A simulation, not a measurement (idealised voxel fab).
This is a process module. Its name is voxel self aligned contacts.
Cross-section cut spans 215 nm and uses square cells 5 nm in size.
Cross-section, as written here: a square-cell grid given band by band from the top down, where a band holds one or more rows of cells. Per band: top height and bottom height in nm, followed by the left-to-right materials and their widths in nm; "full width" marks a single material spanning edge to edge, "empty" marks empty space. The reference from which all heights are counted is 0, the level beneath which the as-received wafer is entirely one material; the lowest band, having no lower bound, proceeds downward and is written after the example "0 nm and below". A width such as "30->40" changes by the same amount from each row of cells to the next, from the band's top row to its bottom row. Reading "left unchanged" for a step: not a cell of the cross-section changed in it. So "Entrapped void list" is basically the list of trapped voids: any empty space of 8 cells or more that can't reach the top through an opening. They're written width x height at distance, the distance being from the left edge, and it's all nm. after a step's settings: what the simulator itself notes on the step. The "overlay nm" setting may appear on a step's line; for a step that uses a mask, it gives how far to the right of its planned position the mask lay, and a negative value indicates the left.
[The following list gives the planned process steps]
1) RECEIVE, material Si
2) CONFORMAL_DEP, material SiO2, thk nm 5
3) DIRECTIONAL_DEP, material polySi, thk nm 30
4) DIRECTIONAL_DEP, material SiN, thk nm 25
5) PATTERN, tone cover, mask id GATE, material resist, width nm 30, pitch nm 70, thk nm 15, overlay nm 0
6) DIRECTIONAL_ETCH, etch materials SiN, depth nm 25
7) DIRECTIONAL_ETCH, etch materials polySi, depth nm 30
8) STRIP, etch materials resist
9) CONFORMAL_DEP, material SiN, thk nm 10
10) DIRECTIONAL_ETCH, etch materials SiN, depth nm 10
11) FILL_DEP, material SiO2, thk nm 10
12) CMP, height nm 65
13) DIRECTIONAL_DEP, material aC, thk nm 15
14) PATTERN, tone open, mask id CONTACT, material resist, width nm 50, pitch nm 70, thk nm 35, overlay nm 0
15) DIRECTIONAL_ETCH, etch materials aC, depth nm 15
16) STRIP, etch materials resist
17) DIRECTIONAL_ETCH, etch materials SiO2, depth nm 65
18) STRIP, etch materials aC
19) CONFORMAL_DEP, material TiN, thk nm 5
20) FILL_DEP, material W, thk nm 10
21) CMP, height nm 65
22) CONFORMAL_DEP, material SiN, thk nm 5
[Wafer as received: cross-section following step 1]
* 0 nm and below | Si full width
* Entrapped void list: none
[Looking at the first of two wafers in cross-section at end of module - ran to plan]
* 70 nm to 65 nm | SiN full width
* 65 nm to 60 nm | 45 SiO2 / 20 TiN / 10 W / 20 TiN / 20 SiO2 / 20 TiN / 10 W / 20 TiN / 50 SiO2
* 60 nm to 35 nm | 10 SiO2 / 50 SiN / 5 TiN / 10 W / 5 TiN / 50 SiN / 5 TiN / 10 W / 5 TiN / 50 SiN / 15 SiO2
* 35 nm to 5 nm | 10 SiO2 / 10 SiN / 30 polySi / 10 SiN / 5 TiN / 10 W / 5 TiN / 10 SiN / 30 polySi / 10 SiN / 5 TiN / 10 W / 5 TiN / 10 SiN / 30 polySi / 10 SiN / 15 SiO2
* 5 nm to 0 nm | 60 SiO2 / 20 TiN / 50 SiO2 / 20 TiN / 65 SiO2
* 0 nm and below | Si full width
* Entrapped void list: none
[Wafer two cross-section, module end. Start and plan unchanged from wafer one; one mistake made during the run]
* 70 nm to 65 nm | SiN full width
* 65 nm to 50 nm | 10 SiO2 / 50 SiN / 5 TiN / 10 W / 5 TiN / 50 SiN / 5 TiN / 10 W / 5 TiN / 50 SiN / 15 SiO2
* 50 nm to 45 nm | 10 SiO2 / 50 SiN / 20 TiN / 50 SiN / 20 TiN / 50 SiN / 15 SiO2
* 45 nm to 35 nm | SiN full width
* 35 nm to 5 nm | polySi full width
* 5 nm to 0 nm | SiO2 full width
* 0 nm and below | Si full width
* Entrapped void list: none
What was done differently from what was planned? step 4 did not use the planned setting and instead ran as DIRECTIONAL_DEP, material SiN, thk nm 35
Wrapping up, a cell-based count of both wafers puts the second over or under the first for these materials: SiN -16 | SiO2 -50 | TiN -48 | W -36 | polySi +150
